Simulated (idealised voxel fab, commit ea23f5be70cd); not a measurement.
process module | voxel plated lines
cross-section cut | 295 nm wide | cells 5 nm
A cross-section is a grid of square cells, given in bands from the top down. A band is one or more rows of cells.
Each band's line starts with the height of the band's top and of its bottom, in nm. Then come its materials from left to right, each with its width in nm. One material with "throughout" fills the band from edge to edge. "air" is empty space.
Height 0 is the level under which the wafer as received is all one material. The lowest band goes on downwards, as in "0 down".
A width such as "30 to 40" changes by the same amount from each row of cells to the next, from the band's top row to its bottom row.
"no change" after a step means that no cell of the cross-section changed.
closed voids: empty space of 8 cells or more with no open way to the top, each as width x height at its distance from the left edge, in nm
after a step's settings: what the simulator itself notes on the step
overlay nm, on a step with a mask: how far to the right of its planned place the mask lay; to the left if negative
plan
1 op RECEIVE | material Si
2 op CONFORMAL_DEP | material Al2O3 | thk nm 10
3 op DIRECTIONAL_DEP | material TiN | thk nm 5
4 op PATTERN | tone open | mask id LINES | material resist | width nm 30 | pitch nm 60 | thk nm 20 | overlay nm 0
5 op EPI | material Ru | thk nm 10
6 op STRIP | etch materials resist
7 op DIRECTIONAL_ETCH | etch materials TiN | depth nm 5
8 op CONFORMAL_DEP | material SiN | thk nm 10
as received, after step 1
  0 down: Si throughout
  closed voids: none
a wafer at the end: this start, this plan, one mistake
  35 to 25: air 70 | SiN 50 | air 10 | SiN 50 | air 10 | SiN 50 | air 55
  25 to 20: air 70 | SiN 10 | Ru 30 | SiN 10 | air 10 | SiN 10 | Ru 30 | SiN 10 | air 10 | SiN 10 | Ru 30 | SiN 10 | air 55
  20 to 15: SiN 80 | Ru 30 | SiN 30 | Ru 30 | SiN 30 | Ru 30 | SiN 65
  15 to 10: SiN 80 | TiN 30 | SiN 30 | TiN 30 | SiN 30 | TiN 30 | SiN 65
  10 to 0: Al2O3 throughout
  0 down: Si throughout
  closed voids: none
what went wrong: step 4 ran as: op PATTERN | tone open | mask id LINES | material resist | width nm 30 | pitch nm 60 | thk nm 20 | overlay nm 10
